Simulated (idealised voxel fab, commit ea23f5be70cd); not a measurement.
process module | voxel capacitor over wiring
cross-section cut | 140 nm wide | cells 5 nm
A cross-section is a grid of square cells, given in bands from the top down. A band is one or more rows of cells.
Each band's line starts with the height of the band's top and of its bottom, in nm. Then come its materials from left to right, each with its width in nm. One material with "throughout" fills the band from edge to edge. "air" is empty space.
Height 0 is the level under which the wafer as received is all one material. The lowest band goes on downwards, as in "0 down".
A width such as "30 to 40" changes by the same amount from each row of cells to the next, from the band's top row to its bottom row.
"no change" after a step means that no cell of the cross-section changed.
closed voids: empty space of 8 cells or more with no open way to the top, each as width x height at its distance from the left edge, in nm
after a step's settings: what the simulator itself notes on the step
overlay nm, on a step with a mask: how far to the right of its planned place the mask lay; to the left if negative
plan
1 op RECEIVE | material Si
2 op CONFORMAL_DEP | material SiO2 | thk nm 15
3 op DIRECTIONAL_DEP | material TiN | thk nm 5
4 op DIRECTIONAL_DEP | material W | thk nm 20
5 op MASKED_ETCH | tone cover | mask id METAL_1 | width nm 20 | pitch nm 80 | etch materials W | depth nm 20 | overlay nm 0
6 op MASKED_ETCH | tone cover | mask id METAL_1 | width nm 20 | pitch nm 80 | etch materials TiN | depth nm 5 | overlay nm 0
7 op FILL_DEP | material lowk | thk nm 10
8 op CMP | height nm 40
9 op CONFORMAL_DEP | material SiCN | thk nm 5
10 op DIRECTIONAL_DEP | material lowk | thk nm 10
11 op PATTERN | tone open | mask id PLUG_1 | material resist | width nm 15 | thk nm 20 | overlay nm 0
12 op DIRECTIONAL_ETCH | etch materials lowk | depth nm 10
13 op DIRECTIONAL_ETCH | etch materials SiCN | depth nm 5
14 op STRIP | etch materials resist
15 op CONFORMAL_DEP | material TiN | thk nm 5
16 op FILL_DEP | material Cu | thk nm 10
17 op CMP | height nm 55
18 op DIRECTIONAL_DEP | material TiN | thk nm 10
19 op DIRECTIONAL_DEP | material Al2O3 | thk nm 5
20 op DIRECTIONAL_DEP | material TiN | thk nm 10
21 op PATTERN | tone cover | mask id UPPER_PLATE | material resist | width nm 65 | thk nm 20 | overlay nm 0
22 op DIRECTIONAL_ETCH | etch materials TiN | depth nm 10
23 op DIRECTIONAL_ETCH | etch materials Al2O3 | depth nm 5
24 op STRIP | etch materials resist
25 op PATTERN | tone cover | mask id LOWER_PLATE | material resist | width nm 75 | thk nm 20 | overlay nm 0
26 op DIRECTIONAL_ETCH | etch materials TiN | depth nm 10
27 op STRIP | etch materials resist
28 op FILL_DEP | material SiO2 | thk nm 20
29 op CMP | height nm 95
30 op MASKED_ETCH | tone open | mask id PLUG_2 | width nm 15 | etch materials SiO2 | depth nm 15 | overlay nm 0
31 op CONFORMAL_DEP | material TiN | thk nm 5
32 op FILL_DEP | material Ru | thk nm 10
33 op CMP | height nm 95
34 op CONFORMAL_DEP | material SiCN | thk nm 5
as received, after step 1
  0 down: Si throughout
  closed voids: none
a wafer at the end: this start, this plan, one mistake
  100 to 95: SiCN throughout
  95 to 85: SiO2 35 | TiN 5 | Ru 5 | TiN 5 | SiO2 90
  85 to 80: SiO2 35 | TiN 15 | SiO2 90
  80 to 70: SiO2 25 | TiN 65 | SiO2 50
  70 to 65: SiO2 25 | Al2O3 65 | SiO2 50
  65 to 55: SiO2 20 | TiN 75 | SiO2 45
  55 to 45: lowk 25 | TiN 5 | Cu 5 | TiN 5 | lowk 100
  45 to 40: SiCN 25 | TiN 15 | SiCN 100
  40 to 35: lowk 20 | W 20 | lowk 60 | W 20 | lowk 20
  35 to 30: lowk 20 | TiN 20 | lowk 60 | TiN 20 | lowk 20
  30 to 0: SiO2 throughout
  0 down: Si throughout
  closed voids: none
what went wrong: step 2 was run twice
